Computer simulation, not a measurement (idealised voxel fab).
This is a process module. Its name is voxel fin reveal.
It is cross-section cut that appears here, measuring 215 nm in width, its square cells being 5 nm in size.
We lay out every cross-section as a grid of square cells and spell it out in bands from the top down, where one band means one or more rows of cells. Basically the band line says how high the top is and how high the bottom is, in nm, and then what's in it from left to right, every material with its width in nm. Empty space shows up as "empty", and if a single material carries "all across" it runs the full band edge to edge. Below 0: as-received wafer, all one material; heights counted from there. Lowest band: no bottom, goes on down, written "from 0 down". It should be noted that a width expressed as "30..40" varies in equal increments from row to row of cells within the band, taking the value of the first number at the top row and that of the second number at the bottom row. Key: "no modification" - step with no changed cell in the cross-section. Closed-off voids of 8+ cells (no open route to the top) go in "Enclosed internal cavities", written width x height at distance from the left edge, in nm. Formally, on a step line, whatever follows the settings is a remark that the simulator itself makes on the step. Regarding "overlay nm": on a step with a mask, it is the distance the mask lay to the right of its planned place; a negative value places it to the left.

## The steps planned for the process are as follows
step 1: RECEIVE | material Si
step 2: CONFORMAL_DEP | material SiN | thk nm 5
step 3: PATTERN | tone cover | mask id FINS | material resist | width nm 15 | pitch nm 40 | thk nm 15 | overlay nm 0
step 4: DIRECTIONAL_ETCH | etch materials SiN | depth nm 5
step 5: DIRECTIONAL_ETCH | etch materials Si | depth nm 40
step 6: STRIP | etch materials resist
step 7: FILL_DEP | material SiO2 | thk nm 15
step 8: CMP | height nm 5
step 9: SELECTIVE_ETCH | etch materials SiO2 | depth nm 15
step 10: STRIP | etch materials SiN
Heads up: all these wafers start the same, and what changes between them is the thk nm in step 2. The value you see in the plan is just what the first wafer got.

## Cross-section of the first of several wafers on receipt, reflecting completion of step 1
  from 0 down | Si all across
  Enclosed internal cavities: none

## The figure below presents a cross-section of the first of several wafers at the conclusion of the module, following its last step, step 10
  from 0 to -10 | empty=60; Si=15; empty=25; Si=15; empty=25; Si=15; empty=60
  from -10 to -40 | SiO2=60; Si=15; SiO2=25; Si=15; SiO2=25; Si=15; SiO2=60
  from -40 down | Si all across
  Enclosed internal cavities: none

## Cross-section, module end, final of several wafers
  from 0 down | Si all across
  Enclosed internal cavities: none

## each wafer at the end: cells of each material gained (+) or lost (-) since it was received, then its closed voids
thk nm 5 | -272 Si | +204 SiO2 | Enclosed internal cavities: none
thk nm 10 | not one cell of the cross-section changed | Enclosed internal cavities: none
thk nm 15 | not one cell of the cross-section changed | Enclosed internal cavities: none
thk nm 20 | not one cell of the cross-section changed | Enclosed internal cavities: none
